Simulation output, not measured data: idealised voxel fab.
Process module in this document: voxel transistor to metal
Cross-sectional view cut (width: 295 nm; square cell size: 5 nm).
In what follows, cross-sections appear as grids of square cells, described through bands that run from the top down, where every band is one or more rows of cells.
What a band's entry tells you: where the top is and where the bottom is, as heights in nm, and after that what lies inside, material by material from left to right, each with its width in nm. Empty space is written as the word "air", and a single material marked with the word "full width" occupies the band from edge to edge.
Height is counted from the level 0, under which the received wafer is composed throughout of one material. The lowest of the bands is not closed at the bottom but continues downward, in the notation "0 and below".
Quick explanation for "30..40": the width changes in equal steps down the rows of cells, from the first number in the band's top row to the second number in its bottom row.
The cross-section has no changed cell in any step marked "nothing got changed".
Closed empty spaces (no open way to the top) of 8 cells or more are what "Encapsulated voids" lists, each as width x height at distance from the left edge, nm for all three.
The remark found on a step's line after its settings is issued by the simulator itself and pertains to that step.
"overlay nm", when on a step's line for a step with a mask, measures how far to the right of its planned place the mask lay; a negative measure means to the left.
### The planned process steps are enumerated hereunder
| 1 | op RECEIVE | material Si |
| 2 | op CONFORMAL_DEP | material SiO2 | thk nm 5 |
| 3 | op CONFORMAL_DEP | material SiN | thk nm 10 |
| 4 | op MASKED_ETCH | tone cover | mask id ACTIVE | width nm 115 | pitch nm 135 | etch materials SiN | depth nm 10 | overlay nm 0 |
| 5 | op MASKED_ETCH | tone cover | mask id ACTIVE | width nm 115 | pitch nm 135 | etch materials SiO2 | depth nm 5 | overlay nm 0 |
| 6 | op MASKED_ETCH | tone cover | mask id ACTIVE | width nm 115 | pitch nm 135 | etch materials Si | depth nm 20 | overlay nm 0 |
| 7 | op FILL_DEP | material SiO2 | thk nm 15 |
| 8 | op CMP | height nm 15 |
| 9 | op SELECTIVE_ETCH | etch materials SiO2 | depth nm 10 |
| 10 | op STRIP | etch materials SiN |
| 11 | op SELECTIVE_ETCH | etch materials SiO2 | depth nm 5 |
| 12 | op OXIDIZE | depth nm 5 |
| 13 | op DIRECTIONAL_DEP | material polySi | thk nm 30 |
| 14 | op DIRECTIONAL_DEP | material SiCN | thk nm 15 |
| 15 | op DIRECTIONAL_DEP | material aC | thk nm 15 |
| 16 | op PATTERN | tone cover | mask id GATE | material resist | width nm 25 | pitch nm 135 | thk nm 35 | overlay nm 0 |
| 17 | op DIRECTIONAL_ETCH | etch materials aC | depth nm 15 |
| 18 | op STRIP | etch materials resist |
| 19 | op DIRECTIONAL_ETCH | etch materials SiCN | depth nm 25 |
| 20 | op DIRECTIONAL_ETCH | etch materials polySi | depth nm 40 |
| 21 | op STRIP | etch materials aC |
| 22 | op CONFORMAL_DEP | material SiO2 | thk nm 5 |
| 23 | op DIRECTIONAL_ETCH | etch materials SiO2 | depth nm 5 |
| 24 | op CONFORMAL_DEP | material SiN | thk nm 10 |
| 25 | op DIRECTIONAL_ETCH | etch materials SiN | depth nm 10 |
| 26 | op DIRECTIONAL_ETCH | etch materials SiO2 | depth nm 5 |
| 27 | op DIRECTIONAL_ETCH | etch materials Si | depth nm 10 |
| 28 | op EPI | material SiGe | thk nm 10 |
| 29 | op FILL_DEP | material SiO2 | thk nm 5 |
| 30 | op CMP | height nm 30 |
| 31 | op STRIP | etch materials polySi |
| 32 | op SELECTIVE_ETCH | etch materials SiO2 | depth nm 5 |
| 33 | op CONFORMAL_DEP | material HfO2 | thk nm 5 |
| 34 | op CONFORMAL_DEP | material TiN | thk nm 5 |
| 35 | op FILL_DEP | material W | thk nm 10 |
| 36 | op CMP | height nm 25 |
| 37 | op DIRECTIONAL_DEP | material SiO2 | thk nm 10 |
| 38 | op MASKED_ETCH | tone open | mask id CONTACT | width nm 20 | etch materials SiO2 | depth nm 40 | overlay nm 0 |
| 39 | op CONFORMAL_DEP | material TiN | thk nm 5 |
| 40 | op FILL_DEP | material W | thk nm 5 |
| 41 | op CMP | height nm 35 |
| 42 | op CONFORMAL_DEP | material SiN | thk nm 5 |
| 43 | op DIRECTIONAL_DEP | material lowk | thk nm 15 |
| 44 | op MASKED_ETCH | tone open | mask id METAL_1 | width nm 20 | etch materials lowk | depth nm 15 | overlay nm 0 |
| 45 | op MASKED_ETCH | tone open | mask id METAL_1 | width nm 20 | etch materials SiN | depth nm 5 | overlay nm 0 |
| 46 | op CONFORMAL_DEP | material TiN | thk nm 5 |
| 47 | op FILL_DEP | material Cu | thk nm 10 |
| 48 | op CMP | height nm 55 |
| 49 | op CONFORMAL_DEP | material SiCN | thk nm 5 |
| 50 | op DIRECTIONAL_DEP | material lowk | thk nm 30 |
| 51 | op DIRECTIONAL_DEP | material aC | thk nm 10 |
| 52 | op PATTERN | tone open | mask id METAL_2_HOLES | material resist | width nm 15 | pitch nm 135 | thk nm 30 | overlay nm 0 |
| 53 | op DIRECTIONAL_ETCH | etch materials aC | depth nm 10 |
| 54 | op STRIP | etch materials resist |
| 55 | op DIRECTIONAL_ETCH | etch materials lowk | depth nm 30 |
| 56 | op STRIP | etch materials aC |
| 57 | op PATTERN | tone open | mask id METAL_2 | material resist | width nm 20 | pitch nm 135 | thk nm 15 | overlay nm 0 |
| 58 | op DIRECTIONAL_ETCH | etch materials lowk | depth nm 15 |
| 59 | op DIRECTIONAL_ETCH | etch materials SiCN | depth nm 5 |
| 60 | op STRIP | etch materials resist |
| 61 | op CONFORMAL_DEP | material TiN | thk nm 5 |
| 62 | op FILL_DEP | material Ru | thk nm 10 |
| 63 | op CMP | height nm 90 |
| 64 | op CONFORMAL_DEP | material SiCN | thk nm 5 |
### Cross-section: wafer on arrival = after step 1
    0 and below | Si full width
    Encapsulated voids: none
### Post-module cross-section: identical start and plan to those above, one misstep in execution
    95 down to 90 | SiCN full width
    90 down to 80 | 25 of lowk, 5 of TiN, 10 of Ru, 5 of TiN, 115 of lowk, 5 of TiN, 10 of Ru, 5 of TiN, 115 of lowk
    80 down to 75 | 25 of lowk, 5 of TiN, 5 of Ru, 10 of TiN, 115 of lowk, 5 of TiN, 5 of Ru, 10 of TiN, 115 of lowk
    75 down to 60 | 25 of lowk, 5 of TiN, 5 of Ru, 5 of TiN, 120 of lowk, 5 of TiN, 5 of Ru, 5 of TiN, 120 of lowk
    60 down to 55 | 25 of SiCN, 15 of TiN, 120 of SiCN, 15 of TiN, 120 of SiCN
    55 down to 45 | 20 of Cu, 5 of TiN, 20 of lowk, 5 of TiN, 55 of Cu, 5 of TiN, 20 of lowk, 5 of TiN, 20 of Cu, 5 of TiN, 20 of lowk, 5 of TiN, 55 of Cu, 5 of TiN, 20 of lowk, 5 of TiN, 25 of Cu
    45 down to 40 | 25 of TiN, 20 of lowk, 65 of TiN, 20 of lowk, 30 of TiN, 20 of lowk, 65 of TiN, 20 of lowk, 30 of TiN
    40 down to 35 | SiN full width
    35 down to 25 | 25 of SiO2, 5 of TiN, 10 of W, 5 of TiN, 65 of SiO2, 5 of TiN, 10 of W, 5 of TiN, 30 of SiO2, 5 of TiN, 10 of W, 5 of TiN, 65 of SiO2, 5 of TiN, 10 of W, 5 of TiN, 30 of SiO2
    25 down to 10 | 25 of SiO2, 5 of TiN, 10 of W, 5 of TiN, 5 of SiO2, 10 of SiN, 5 of HfO2, 5 of TiN, 15 of W, 5 of TiN, 5 of HfO2, 10 of SiN, 5 of SiO2, 5 of TiN, 10 of W, 5 of TiN, 30 of SiO2, 5 of TiN, 10 of W, 5 of TiN, 5 of SiO2, 10 of SiN, 5 of HfO2, 5 of TiN, 15 of W, 5 of TiN, 5 of HfO2, 10 of SiN, 5 of SiO2, 5 of TiN, 10 of W, 5 of TiN, 30 of SiO2
    10 down to 5 | 25 of SiO2, 5 of TiN, 5 of W, 10 of TiN, 5 of SiO2, 10 of SiN, 5 of HfO2, 5 of TiN, 15 of W, 5 of TiN, 5 of HfO2, 10 of SiN, 5 of SiO2, 10 of TiN, 5 of W, 5 of TiN, 30 of SiO2, 5 of TiN, 5 of W, 10 of TiN, 5 of SiO2, 10 of SiN, 5 of HfO2, 5 of TiN, 15 of W, 5 of TiN, 5 of HfO2, 10 of SiN, 5 of SiO2, 10 of TiN, 5 of W, 5 of TiN, 30 of SiO2
    5 down to 0 | 25 of SiO2, 5 of TiN, 5 of W, 5 of TiN, 10 of SiGe, 10 of SiN, 5 of HfO2, 25 of TiN, 5 of HfO2, 10 of SiN, 10 of SiGe, 5 of TiN, 5 of W, 5 of TiN, 30 of SiO2, 5 of TiN, 5 of W, 5 of TiN, 10 of SiGe, 10 of SiN, 5 of HfO2, 25 of TiN, 5 of HfO2, 10 of SiN, 10 of SiGe, 5 of TiN, 5 of W, 5 of TiN, 30 of SiO2
    0 down to -5 | 25 of SiO2, 15 of TiN, 10 of SiGe, 10 of SiO2, 35 of HfO2, 10 of SiO2, 10 of SiGe, 15 of TiN, 30 of SiO2, 15 of TiN, 10 of SiGe, 10 of SiO2, 35 of HfO2, 10 of SiO2, 10 of SiGe, 15 of TiN, 30 of SiO2
    -5 down to -15 | 20 of SiO2, 30 of SiGe, 55 of Si, 30 of SiGe, 20 of SiO2, 30 of SiGe, 55 of Si, 30 of SiGe, 25 of SiO2
    -15 down to -20 | 20 of SiO2, 115 of Si, 20 of SiO2, 115 of Si, 25 of SiO2
    -20 and below | Si full width
    Encapsulated voids: none
Want to know what went wrong? it should be noted that step 44 was executed with settings other than those planned, the operation and settings actually applied being op MASKED_ETCH | tone cover | mask id METAL_1 | width nm 20 | etch materials lowk | depth nm 15 | overlay nm 0
